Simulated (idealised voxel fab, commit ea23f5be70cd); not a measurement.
The name of this process module is voxel self aligned vias.
Shown is cross-section cut, with a width of 250 nm and square cells of size 5 nm.
Cross-section, as written here: a square-cell grid given band by band from the top down, where a band holds one or more rows of cells. The band entry comprises the height of the band's top followed by the height of its bottom, expressed in nm, and subsequently the band's materials from left to right, each stated together with its width in nm. Where a single material is marked with the word "full width", that material fills the band from edge to edge. The word "air" represents empty space. A quick word on heights: they are counted from 0, and under that level the wafer as it came to us is one material throughout. The lowest band is different from the rest in having no bottom; it simply continues downward, written as in "top 0, no bottom". With a width like "30 to 40", each row of cells in the band differs from the next by the same amount, the top row carrying the first number and the bottom row the second. "nothing changed" means the step left every cell of the cross-section as it was. Enclosed void listing: empty space of 8 cells or more with no open way to the top, each as width x height at its distance from the left edge, in nm. On a step's line, text after the settings is the simulator commenting on that step. A step's line can hold "overlay nm"; with a mask on that step, the setting says how far right of the planned place the mask lay, while a negative setting says it lay to the left.
# These are the steps we planned for the process
1. op RECEIVE | material Si
2. op CONFORMAL_DEP | material SiO2 | thk nm 10
3. op CONFORMAL_DEP | material SiCN | thk nm 5
4. op DIRECTIONAL_DEP | material SiO2 | thk nm 20
5. op PATTERN | tone open | mask id LINES | material resist | width nm 30 | pitch nm 55 | thk nm 15 | overlay nm -15
6. op DIRECTIONAL_ETCH | etch materials SiO2 | depth nm 20
7. op STRIP | etch materials resist
8. op CONFORMAL_DEP | material TiN | thk nm 5
9. op FILL_DEP | material Ru | thk nm 5
10. op CMP | height nm 35
11. op SELECTIVE_ETCH | etch materials W Ru TiN | depth nm 5
12. op FILL_DEP | material SiN | thk nm 10
13. op CMP | height nm 35
14. op DIRECTIONAL_DEP | material SiO2 | thk nm 20
15. op MASKED_ETCH | tone open | mask id VIAS | width nm 40 | pitch nm 55 | etch materials SiO2 | depth nm 20 | overlay nm 0
16. op MASKED_ETCH | tone open | mask id VIAS | width nm 40 | pitch nm 55 | etch materials SiN | depth nm 5 | overlay nm 0
17. op CONFORMAL_DEP | material TiN | thk nm 5
18. op FILL_DEP | material Ru | thk nm 10
19. op CMP | height nm 55
20. op CONFORMAL_DEP | material SiCN | thk nm 5
Across this set of wafers, the varied parameter is the overlay nm of step 5. Starting conditions are identical for every wafer, and the plan reports the value assigned to the first wafer.
# This is how the first of several wafers looked in cross-section when it arrived, which is after step 1
	top 0, no bottom  Si full width
	Enclosed void listing: none
# each wafer at the end: cells of each material gained (+) or lost (-) since it was received, then its closed voids
overlay nm -15, +84 Ru, +100 SiCN, +6 SiN, +332 SiO2, +78 TiN, Enclosed void listing: none
overlay nm -10, +87 Ru, +100 SiCN, +3 SiN, +332 SiO2, +78 TiN, Enclosed void listing: none
overlay nm -5, +90 Ru, +100 SiCN, +332 SiO2, +78 TiN, Enclosed void listing: none
overlay nm 0, +90 Ru, +100 SiCN, +332 SiO2, +78 TiN, Enclosed void listing: none
overlay nm 5, +90 Ru, +100 SiCN, +332 SiO2, +78 TiN, Enclosed void listing: none
overlay nm 10, +87 Ru, +100 SiCN, +3 SiN, +332 SiO2, +78 TiN, Enclosed void listing: none
overlay nm 15, +84 Ru, +100 SiCN, +6 SiN, +332 SiO2, +78 TiN, Enclosed void listing: none
